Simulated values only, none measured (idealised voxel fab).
The document below concerns the process module designated voxel capacitor over wiring.
Cross-sectional view cut (width: 155 nm; square cell size: 5 nm).
In this document a cross-section is written as a grid of square cells. It is given as a series of bands, listed from the top down, and a band is one or more rows of cells. A band entry consists of two parts. The first gives the height of the band's top and the height of its bottom, in nm. The rest lists the band's materials from left to right, each with its width in nm. A single material labelled with the word "throughout" fills the band from edge to edge, and the word "blank" marks empty space. Height datum 0, below which the as-received substrate wafer is one material. Lowest band open at the bottom, running downward: "0 -> down". A width such as "30->40" changes by the same amount from each row of cells to the next, from the band's top row to its bottom row. "remained unchanged" after a step means that no cell of the cross-section changed. Enclosed voids (no open way to top), threshold 8 cells or more, entry "Enclosed void listing", notation width x height at distance, distance from left edge, nm. What comes after the settings on a step's line is commentary from the simulator itself on that step. overlay nm: where the mask lay relative to plan, measured to the right, on steps with a mask; negatives go left.
Here's what the planned process steps look like
1) RECEIVE [material Si]
2) CONFORMAL_DEP [material SiO2] [thk nm 15]
3) CONFORMAL_DEP [material SiN] [thk nm 5]
4) DIRECTIONAL_DEP [material SiO2] [thk nm 15]
5) PATTERN [tone open] [mask id METAL_1] [material resist] [width nm 30] [pitch nm 85] [thk nm 20] [overlay nm 0]
6) DIRECTIONAL_ETCH [etch materials SiO2] [depth nm 15]
7) DIRECTIONAL_ETCH [etch materials SiN] [depth nm 5]
8) STRIP [etch materials resist]
9) CONFORMAL_DEP [material TiN] [thk nm 5]
10) FILL_DEP [material W] [thk nm 10]
11) CMP [height nm 35]
12) CONFORMAL_DEP [material SiCN] [thk nm 5]
13) DIRECTIONAL_DEP [material SiO2] [thk nm 10]
14) DIRECTIONAL_DEP [material aC] [thk nm 15]
15) PATTERN [tone open] [mask id PLUG_1] [material resist] [width nm 15] [thk nm 30] [overlay nm 0]
16) DIRECTIONAL_ETCH [etch materials aC] [depth nm 15]
17) STRIP [etch materials resist]
18) DIRECTIONAL_ETCH [etch materials SiO2] [depth nm 10]
19) DIRECTIONAL_ETCH [etch materials SiCN] [depth nm 5]
20) STRIP [etch materials aC]
21) EPI [material Ru] [thk nm 10]
22) EPI [material Ru] [thk nm 5]
23) DIRECTIONAL_DEP [material TiN] [thk nm 10]
24) DIRECTIONAL_DEP [material Al2O3] [thk nm 5]
25) DIRECTIONAL_DEP [material TiN] [thk nm 5]
26) MASKED_ETCH [tone cover] [mask id UPPER_PLATE] [width nm 60] [etch materials TiN] [depth nm 5] [overlay nm 0]
27) MASKED_ETCH [tone cover] [mask id UPPER_PLATE] [width nm 60] [etch materials Al2O3] [depth nm 5] [overlay nm 0]
28) PATTERN [tone cover] [mask id LOWER_PLATE] [material resist] [width nm 70] [thk nm 20] [overlay nm 0]
29) DIRECTIONAL_ETCH [etch materials TiN] [depth nm 10]
30) STRIP [etch materials resist]
31) FILL_DEP [material SiO2] [thk nm 20]
32) CMP [height nm 85]
33) PATTERN [tone open] [mask id PLUG_2] [material resist] [width nm 15] [thk nm 15] [overlay nm 0]
34) DIRECTIONAL_ETCH [etch materials SiO2] [depth nm 15]
35) STRIP [etch materials resist]
36) CONFORMAL_DEP [material TiN] [thk nm 5]
37) FILL_DEP [material Ru] [thk nm 5]
38) CMP [height nm 85]
39) CONFORMAL_DEP [material SiCN] [thk nm 5]
On the first of the two wafers: run conducted according to plan
Delivered wafer in cross-section: state after step 1
    0 -> down = Si throughout
    Enclosed void listing: none
After step 2
    15 -> 0 = SiO2 throughout
    Note: structure below 0 unchanged.
After step 3
    20 -> 15 = SiN throughout
    Note: structure below 15 unchanged.
After step 4
    35 -> 20 = SiO2 throughout
    Note: structure below 20 unchanged.
After step 5
    55 -> 35 = 20 resist / 30 blank / 55 resist / 30 blank / 20 resist
    Note: structure below 35 unchanged.
After step 6
    55 -> 35 = 20 resist / 30 blank / 55 resist / 30 blank / 20 resist
    35 -> 20 = 20 SiO2 / 30 blank / 55 SiO2 / 30 blank / 20 SiO2
    Note: structure below 20 unchanged.
After step 7
    55 -> 35 = 20 resist / 30 blank / 55 resist / 30 blank / 20 resist
    35 -> 20 = 20 SiO2 / 30 blank / 55 SiO2 / 30 blank / 20 SiO2
    20 -> 15 = 20 SiN / 30 blank / 55 SiN / 30 blank / 20 SiN
    Note: structure below 15 unchanged.
After step 8
    35 -> 20 = 20 SiO2 / 30 blank / 55 SiO2 / 30 blank / 20 SiO2
    Note: structure below 20 unchanged.
After step 9
    40 -> 35 = 25 TiN / 20 blank / 65 TiN / 20 blank / 25 TiN
    35 -> 20 = 20 SiO2 / 5 TiN / 20 blank / 5 TiN / 55 SiO2 / 5 TiN / 20 blank / 5 TiN / 20 SiO2
    20 -> 15 = 20 SiN / 30 TiN / 55 SiN / 30 TiN / 20 SiN
    Note: structure below 15 unchanged.
After step 10
    50 -> 40 = W throughout
    40 -> 35 = 25 TiN / 20 W / 65 TiN / 20 W / 25 TiN
    35 -> 20 = 20 SiO2 / 5 TiN / 20 W / 5 TiN / 55 SiO2 / 5 TiN / 20 W / 5 TiN / 20 SiO2
    Note: structure below 20 unchanged.
After step 11
    35 -> 20 = 20 SiO2 / 5 TiN / 20 W / 5 TiN / 55 SiO2 / 5 TiN / 20 W / 5 TiN / 20 SiO2
    Note: structure below 20 unchanged.
After step 12
    40 -> 35 = SiCN throughout
    Note: structure below 35 unchanged.
After step 13
    50 -> 40 = SiO2 throughout
    Note: structure below 40 unchanged.
After step 14
    65 -> 50 = aC throughout
    Note: structure below 50 unchanged.
After step 15
    95 -> 65 = 35 resist / 15 blank / 105 resist
    Note: structure below 65 unchanged.
After step 16
    80 -> 65 = 35 resist / 15 blank / 105 resist
    65 -> 50 = 35 aC / 15 blank / 105 aC
    Note: structure below 50 unchanged.
After step 17
    65 -> 50 = 35 aC / 15 blank / 105 aC
    Note: structure below 50 unchanged.
After step 18
    65 -> 50 = 35 aC / 15 blank / 105 aC
    50 -> 40 = 35 SiO2 / 15 blank / 105 SiO2
    Note: structure below 40 unchanged.
After step 19
    65 -> 50 = 35 aC / 15 blank / 105 aC
    50 -> 40 = 35 SiO2 / 15 blank / 105 SiO2
    40 -> 35 = 35 SiCN / 15 blank / 105 SiCN
    Note: structure below 35 unchanged.
After step 20
    50 -> 40 = 35 SiO2 / 15 blank / 105 SiO2
    Note: structure below 40 unchanged.
After step 21
    50 -> 45 = 35 SiO2 / 15 blank / 105 SiO2
    45 -> 40 = 35 SiO2 / 15 Ru / 105 SiO2
    40 -> 35 = 35 SiCN / 15 Ru / 105 SiCN
    Note: structure below 35 unchanged.
After step 22
    50 -> 40 = 35 SiO2 / 15 Ru / 105 SiO2
    Note: structure below 40 unchanged.
After step 23
    60 -> 50 = TiN throughout
    Note: structure below 50 unchanged.
After step 24
    65 -> 60 = Al2O3 throughout
    Note: structure below 60 unchanged.
After step 25
    70 -> 65 = TiN throughout
    Note: structure below 65 unchanged.
After step 26
    70 -> 65 = 35 blank / 60 TiN / 60 blank
    Note: structure below 65 unchanged.
After step 27
    70 -> 65 = 35 blank / 60 TiN / 60 blank
    65 -> 60 = 35 blank / 60 Al2O3 / 60 blank
    Note: structure below 60 unchanged.
After step 28
    90 -> 70 = 30 blank / 70 resist / 55 blank
    70 -> 65 = 30 blank / 5 resist / 60 TiN / 5 resist / 55 blank
    65 -> 60 = 30 blank / 5 resist / 60 Al2O3 / 5 resist / 55 blank
    Note: structure below 60 unchanged.
After step 29
    90 -> 70 = 30 blank / 70 resist / 55 blank
    70 -> 65 = 30 blank / 5 resist / 60 TiN / 5 resist / 55 blank
    65 -> 60 = 30 blank / 5 resist / 60 Al2O3 / 5 resist / 55 blank
    60 -> 50 = 30 blank / 70 TiN / 55 blank
    Note: structure below 50 unchanged.
After step 30
    70 -> 65 = 35 blank / 60 TiN / 60 blank
    65 -> 60 = 35 blank / 60 Al2O3 / 60 blank
    Note: structure below 60 unchanged.
After step 31
    90 -> 70 = SiO2 throughout
    70 -> 65 = 35 SiO2 / 60 TiN / 60 SiO2
    65 -> 60 = 35 SiO2 / 60 Al2O3 / 60 SiO2
    60 -> 50 = 30 SiO2 / 70 TiN / 55 SiO2
    Note: structure below 50 unchanged.
After step 32
    85 -> 70 = SiO2 throughout
    Note: structure below 70 unchanged.
After step 33
    100 -> 85 = 45 resist / 15 blank / 95 resist
    Note: structure below 85 unchanged.
After step 34
    100 -> 85 = 45 resist / 15 blank / 95 resist
    85 -> 70 = 45 SiO2 / 15 blank / 95 SiO2
    Note: structure below 70 unchanged.
After step 35
    85 -> 70 = 45 SiO2 / 15 blank / 95 SiO2
    Note: structure below 70 unchanged.
After step 36
    90 -> 85 = 50 TiN / 5 blank / 100 TiN
    85 -> 75 = 45 SiO2 / 5 TiN / 5 blank / 5 TiN / 95 SiO2
    75 -> 65 = 45->35 SiO2 / 15->60 TiN / 95->60 SiO2
    Note: structure below 65 unchanged.
After step 37
    95 -> 90 = Ru throughout
    90 -> 85 = 50 TiN / 5 Ru / 100 TiN
    85 -> 75 = 45 SiO2 / 5 TiN / 5 Ru / 5 TiN / 95 SiO2
    Note: structure below 75 unchanged.
After step 38
    85 -> 75 = 45 SiO2 / 5 TiN / 5 Ru / 5 TiN / 95 SiO2
    Note: structure below 75 unchanged.
After step 39
    90 -> 85 = SiCN throughout
    Note: structure below 85 unchanged.
Companion wafer, the second of two: same beginning, same intended sequence, one mistake in carrying it out; through step 37 inclusive it tracks the first exactly
Second wafer, sectioned view, at step 38's planned end time
    80 -> 75 = 45 SiO2 / 5 TiN / 5 Ru / 5 TiN / 95 SiO2
    Note: structure below 75 unchanged.
Second wafer, sectioned view, at step 39's planned end time
    85 -> 80 = SiCN throughout
    Note: structure below 80 unchanged.
Deviation from plan: note that step 38 departed from the planned setting and was carried out as CMP [height nm 80]
Upon completion, the second wafer contains, in terms of cells, a greater or smaller amount of certain materials than the first wafer: 1 fewer of Ru | 28 fewer of SiO2 | 2 fewer of TiN
